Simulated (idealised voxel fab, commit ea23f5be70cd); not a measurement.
This section sets out a process module, namely voxel gate over fins.
The cross-section shown here is cut; it is 170 nm wide and divided into square cells measuring 5 nm on a side.
We lay out every cross-section as a grid of square cells and spell it out in bands from the top down, where one band means one or more rows of cells.
This entry defines a band. It first specifies the height of the band's top and the height of its bottom in nm, and then specifies the band's materials from left to right, stating each material with its width in nm. The word "edge to edge" identifies a single material that fills the band from edge to edge, while the word "empty" identifies empty space.
Basically, 0 is our baseline, since under it the wafer straight out of the box is all one material. The bottom band has no lower end and keeps on going down, so it looks like "0 -> down".
The two numbers in a width such as "30->40" mark its ends across the band: the first belongs to the top row of cells, the second to the bottom row, and from each row to the next the width moves by the same amount.
What does "nothing got changed" mean for a step? It means no cell of the cross-section changed in that step.
Enclosed voids (no open way to top), threshold 8 cells or more, entry "Closed void roster", notation width x height at distance, distance from left edge, nm.
Whatever follows a step's settings on its line is a remark the simulator itself makes about that step.
The optional step-line setting "overlay nm" applies to steps with a mask and quantifies how far to the right of its planned location the mask lay, a negative value indicating leftward placement.
Listed below are the process steps as planned:
- 1: RECEIVE: material Si
- 2: CONFORMAL_DEP: material SiN, thk nm 5
- 3: DIRECTIONAL_DEP: material aC, thk nm 15
- 4: PATTERN: tone cover, mask id FINS, material resist, width nm 15, pitch nm 45, thk nm 35, overlay nm -15
- 5: DIRECTIONAL_ETCH: etch materials aC, depth nm 15
- 6: STRIP: etch materials resist
- 7: DIRECTIONAL_ETCH: etch materials SiN, depth nm 5
- 8: DIRECTIONAL_ETCH: etch materials Si, depth nm 40
- 9: STRIP: etch materials aC
- 10: OXIDIZE: depth nm 5
- 11: FILL_DEP: material SiO2, thk nm 5
- 12: CMP: height nm 5
- 13: SELECTIVE_ETCH: etch materials SiO2, depth nm 15
- 14: STRIP: etch materials SiN
- 15: CONFORMAL_DEP: material HfO2, thk nm 5
- 16: CONFORMAL_DEP: material TiN, thk nm 5
- 17: FILL_DEP: material W, thk nm 15
- 18: CMP: height nm 20
- 19: CONFORMAL_DEP: material SiCN, thk nm 10
Be aware that, although all wafers share a common starting state, the overlay nm at step 4 differs among them, and the plan displays the first wafer's value.
Cross-sectional view of the first of several wafers in the as-received condition, corresponding to the state following step 1:
0 -> down  Si edge to edge
Closed void roster: none
Rows = wafers. At module end, each row lists per material the cells gained (+) or lost (-) since the wafer was received, then the closed voids:
overlay nm -15 | +46 HfO2 | -279 Si | +68 SiCN | +217 SiO2 | +46 TiN | +106 W | Closed void roster: none
overlay nm -10 | +46 HfO2 | -279 Si | +68 SiCN | +217 SiO2 | +46 TiN | +106 W | Closed void roster: none
overlay nm -5 | +46 HfO2 | -279 Si | +68 SiCN | +217 SiO2 | +46 TiN | +106 W | Closed void roster: none
overlay nm 0 | +46 HfO2 | -279 Si | +68 SiCN | +217 SiO2 | +46 TiN | +106 W | Closed void roster: none
overlay nm 5 | +46 HfO2 | -279 Si | +68 SiCN | +217 SiO2 | +46 TiN | +106 W | Closed void roster: none
overlay nm 10 | +46 HfO2 | -279 Si | +68 SiCN | +217 SiO2 | +46 TiN | +106 W | Closed void roster: none
overlay nm 15 | +46 HfO2 | -279 Si | +68 SiCN | +217 SiO2 | +46 TiN | +106 W | Closed void roster: none
